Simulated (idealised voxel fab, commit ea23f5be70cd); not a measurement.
This section sets out a process module, namely voxel spacer lines.
Section shown: cut. Width: 185 nm. Cell size: 5 nm, square.
A cross-section is written here as square cells arranged in a grid, and it is given in bands from the top down, each band taking up one or more rows of cells.
For a band, the entry starts with two heights in nm, that of the top and then that of the bottom, and carries on with the band's materials in order from left to right, each alongside its width in nm; the word "edge to edge" beside a single material means it fills the band edge to edge, and "air" means empty space.
Height is counted from the level 0, under which the received wafer is composed throughout of one material. The lowest of the bands is not closed at the bottom but continues downward, in the notation "0 and below".
Width spec "30 to 40" -> top row of cells at first value, bottom row at second value, equal per-row change in between.
The cross-section has no changed cell in any step marked "no change".
This entry, "Tabulated closed voids", enumerates those empty regions of no fewer than 8 cells that possess no open connection to the top. Each region is reported in the form width x height at distance, the distance being taken from the left edge, with all three quantities expressed in nm.
Note: text after step settings on the step line = simulator remark on that step.
You can add "overlay nm" to a step's line. For a step with a mask, it describes how far the mask lay to the right of its planned position, and a negative number describes a lay to the left.
PLANNED STEP LIST FOR THE PROCESS
1: RECEIVE with material Si
2: CONFORMAL_DEP with material Al2O3, thk nm 10
3: DIRECTIONAL_DEP with material W, thk nm 10
4: DIRECTIONAL_DEP with material polySi, thk nm 25
5: PATTERN with tone cover, mask id MANDREL, material resist, width nm 15, pitch nm 50, thk nm 30, overlay nm 0
6: DIRECTIONAL_ETCH with etch materials polySi, depth nm 25
7: STRIP with etch materials resist
8: CONFORMAL_DEP with material SiO2, thk nm 10
9: DIRECTIONAL_ETCH with etch materials SiO2, depth nm 10
10: STRIP with etch materials polySi
11: DIRECTIONAL_ETCH with etch materials W, depth nm 10
12: STRIP with etch materials SiO2
13: FILL_DEP with material lowk, thk nm 10
14: CMP with height nm 20
The wafers are alike at the start. At step 5, their width nm differs. The plan lists the first wafer's value.
THIS IS HOW THE FIRST OF SEVERAL WAFERS LOOKED IN CROSS-SECTION WHEN IT ARRIVED, WHICH IS AFTER STEP 1
  0 and below: Si edge to edge
  Tabulated closed voids: none
PER WAFER (ROW), END OF MODULE: DELTA IN CELLS PER MATERIAL SINCE RECEIPT, (+) FOR GAINED, (-) FOR LOST; CLOSED VOIDS AFTER THAT
width nm 15 | +74 Al2O3 | +16 W | +58 lowk | Tabulated closed voids: none
width nm 20 | +74 Al2O3 | +16 W | +58 lowk | Tabulated closed voids: none
width nm 25 | +74 Al2O3 | +16 W | +58 lowk | Tabulated closed voids: none
width nm 30 | +74 Al2O3 | +16 W | +58 lowk | Tabulated closed voids: none
